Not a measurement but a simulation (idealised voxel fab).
Presented below is a process module, voxel transistor to metal.
Section shown: cut. Width: 160 nm. Cell size: 5 nm, square.
Square cells in a grid make up a cross-section in this document, and the grid is given as bands, listed from the top down, each one or more rows of cells.
For a band, the entry starts with two heights in nm, that of the top and then that of the bottom, and carries on with the band's materials in order from left to right, each alongside its width in nm; the word "throughout" beside a single material means it fills the band edge to edge, and "empty" means empty space.
Heights are measured from 0, the level below which the as-received wafer is all one material; the lowest band has no bottom and continues downward, written as in "0..down".
Width spec "30 to 40" -> top row of cells at first value, bottom row at second value, equal per-row change in between.
Step marked "changes: none"? Then no cell in the cross-section changed in it.
The list in "Enclosed void list" covers empty spaces of 8 cells or more that cannot reach the top through any open way, and it gives each as width x height at distance; the distance is from the left edge, and width, height and distance are in nm.
On each step's line, the part that comes after the settings is the simulator's own comment on the step.
If you see "overlay nm" on a step's line and that step has a mask, it's telling you how far right of where it was planned the mask ended up; a negative number means it went left instead.
# So here's the lineup of process steps we planned
1 RECEIVE [material Si]
2 OXIDIZE [depth nm 5]
3 CONFORMAL_DEP [material SiN] [thk nm 15]
4 DIRECTIONAL_DEP [material aC] [thk nm 10]
5 PATTERN [tone cover] [mask id ACTIVE] [material resist] [width nm 125] [thk nm 25] [overlay nm 0]
6 DIRECTIONAL_ETCH [etch materials aC] [depth nm 10]
7 STRIP [etch materials resist]
8 DIRECTIONAL_ETCH [etch materials SiN] [depth nm 15]
9 DIRECTIONAL_ETCH [etch materials SiO2] [depth nm 5]
10 DIRECTIONAL_ETCH [etch materials Si] [depth nm 20]
11 STRIP [etch materials aC]
12 FILL_DEP [material SiO2] [thk nm 5]
13 CMP [height nm 15]
14 SELECTIVE_ETCH [etch materials SiO2] [depth nm 15]
15 STRIP [etch materials SiN]
16 SELECTIVE_ETCH [etch materials SiO2] [depth nm 5]
17 OXIDIZE [depth nm 5]
18 DIRECTIONAL_DEP [material polySi] [thk nm 25]
19 DIRECTIONAL_DEP [material SiCN] [thk nm 15]
20 MASKED_ETCH [tone cover] [mask id GATE] [width nm 35] [etch materials SiCN] [depth nm 25] [overlay nm 0]
21 MASKED_ETCH [tone cover] [mask id GATE] [width nm 35] [etch materials polySi] [depth nm 35] [overlay nm 0]
22 CONFORMAL_DEP [material SiN] [thk nm 5]
23 DIRECTIONAL_ETCH [etch materials SiN] [depth nm 5]
24 DIRECTIONAL_ETCH [etch materials SiO2] [depth nm 5]
25 DIRECTIONAL_ETCH [etch materials Si] [depth nm 15]
26 EPI [material pSi] [thk nm 20]
27 FILL_DEP [material SiO2] [thk nm 10]
28 CMP [height nm 20]
29 STRIP [etch materials polySi]
30 SELECTIVE_ETCH [etch materials SiO2] [depth nm 5]
31 CONFORMAL_DEP [material HfO2] [thk nm 5]
32 CONFORMAL_DEP [material TiN] [thk nm 5]
33 FILL_DEP [material W] [thk nm 5]
34 CMP [height nm 15]
35 DIRECTIONAL_DEP [material SiO2] [thk nm 10]
36 DIRECTIONAL_DEP [material aC] [thk nm 10]
37 PATTERN [tone open] [mask id CONTACT] [material resist] [width nm 20] [pitch nm 95] [thk nm 25] [overlay nm 0]
38 DIRECTIONAL_ETCH [etch materials aC] [depth nm 10]
39 STRIP [etch materials resist]
40 DIRECTIONAL_ETCH [etch materials SiO2] [depth nm 30]
41 STRIP [etch materials aC]
42 CONFORMAL_DEP [material TiN] [thk nm 5]
43 FILL_DEP [material Ru] [thk nm 5]
44 CMP [height nm 25]
45 DIRECTIONAL_DEP [material TiN] [thk nm 5]
46 DIRECTIONAL_DEP [material W] [thk nm 20]
47 MASKED_ETCH [tone cover] [mask id METAL_1] [width nm 20] [pitch nm 95] [etch materials W] [depth nm 20] [overlay nm 0]
48 MASKED_ETCH [tone cover] [mask id METAL_1] [width nm 20] [pitch nm 95] [etch materials TiN] [depth nm 5] [overlay nm 0]
49 CONFORMAL_DEP [material SiCN] [thk nm 5]
50 FILL_DEP [material lowk] [thk nm 10]
51 CMP [height nm 50]
52 CONFORMAL_DEP [material SiN] [thk nm 5]
# as received, after step 1
- 0..down = Si throughout
- Enclosed void list: none
# The first of the two wafers as seen in cross-section once the module was finished; processing followed the plan
- 55..50 = SiN throughout
- 50..30 = 15 of lowk / 5 of SiCN / 20 of W / 5 of SiCN / 65 of lowk / 5 of SiCN / 20 of W / 5 of SiCN / 20 of lowk
- 30..25 = 20 of SiCN / 20 of TiN / 75 of SiCN / 20 of TiN / 25 of SiCN
- 25..15 = 20 of SiO2 / 5 of TiN / 10 of Ru / 5 of TiN / 75 of SiO2 / 5 of TiN / 10 of Ru / 5 of TiN / 25 of SiO2
- 15..10 = 20 of SiO2 / 5 of TiN / 5 of Ru / 10 of TiN / 15 of SiO2 / 5 of SiN / 5 of HfO2 / 5 of TiN / 15 of W / 5 of TiN / 5 of HfO2 / 5 of SiN / 15 of SiO2 / 10 of TiN / 5 of Ru / 5 of TiN / 25 of SiO2
- 10..0 = 20 of SiO2 / 5 of TiN / 5 of Ru / 5 of TiN / 20 of pSi / 5 of SiN / 5 of HfO2 / 5 of TiN / 15 of W / 5 of TiN / 5 of HfO2 / 5 of SiN / 20 of pSi / 5 of TiN / 5 of Ru / 5 of TiN / 25 of SiO2
- 0..-5 = 20 of SiO2 / 15 of TiN / 20 of pSi / 5 of SiN / 5 of HfO2 / 25 of TiN / 5 of HfO2 / 5 of SiN / 20 of pSi / 15 of TiN / 25 of SiO2
- -5..-10 = 10 of SiO2 / 45 of pSi / 45 of HfO2 / 45 of pSi / 15 of SiO2
- -10..-25 = 15 of SiO2 / 40 of pSi / 45 of Si / 40 of pSi / 20 of SiO2
- -25..down = Si throughout
- Enclosed void list: none
# End of module, second wafer, cross-section. Started like the first, planned like the first, run with one mistake
- 55..50 = SiN throughout
- 50..30 = 15 of lowk / 5 of SiCN / 20 of W / 5 of SiCN / 65 of lowk / 5 of SiCN / 20 of W / 5 of SiCN / 20 of lowk
- 30..25 = 20 of SiCN / 20 of TiN / 75 of SiCN / 20 of TiN / 25 of SiCN
- 25..15 = 20 of SiO2 / 5 of TiN / 10 of Ru / 5 of TiN / 75 of SiO2 / 5 of TiN / 10 of Ru / 5 of TiN / 25 of SiO2
- 15..10 = 20 of SiO2 / 5 of TiN / 5 of Ru / 10 of TiN / 75 of SiO2 / 10 of TiN / 5 of Ru / 5 of TiN / 25 of SiO2
- 10..0 = 20 of SiO2 / 5 of TiN / 5 of Ru / 5 of TiN / 20 of pSi / 5 of SiN / 35 of SiCN / 5 of SiN / 20 of pSi / 5 of TiN / 5 of Ru / 5 of TiN / 25 of SiO2
- 0..-5 = 20 of SiO2 / 15 of TiN / 20 of pSi / 5 of SiN / 35 of SiCN / 5 of SiN / 20 of pSi / 15 of TiN / 25 of SiO2
- -5..-10 = 10 of SiO2 / 45 of pSi / 45 of SiO2 / 45 of pSi / 15 of SiO2
- -10..-25 = 15 of SiO2 / 40 of pSi / 45 of Si / 40 of pSi / 20 of SiO2
- -25..down = Si throughout
- Enclosed void list: none
What was the processing mistake? step 18 of the plan was bypassed and not carried out
Final wafer comparison in cells, second versus first, more or fewer per material: -17 HfO2 | +21 SiCN | -2 SiN | +18 SiO2 | -11 TiN | -9 W
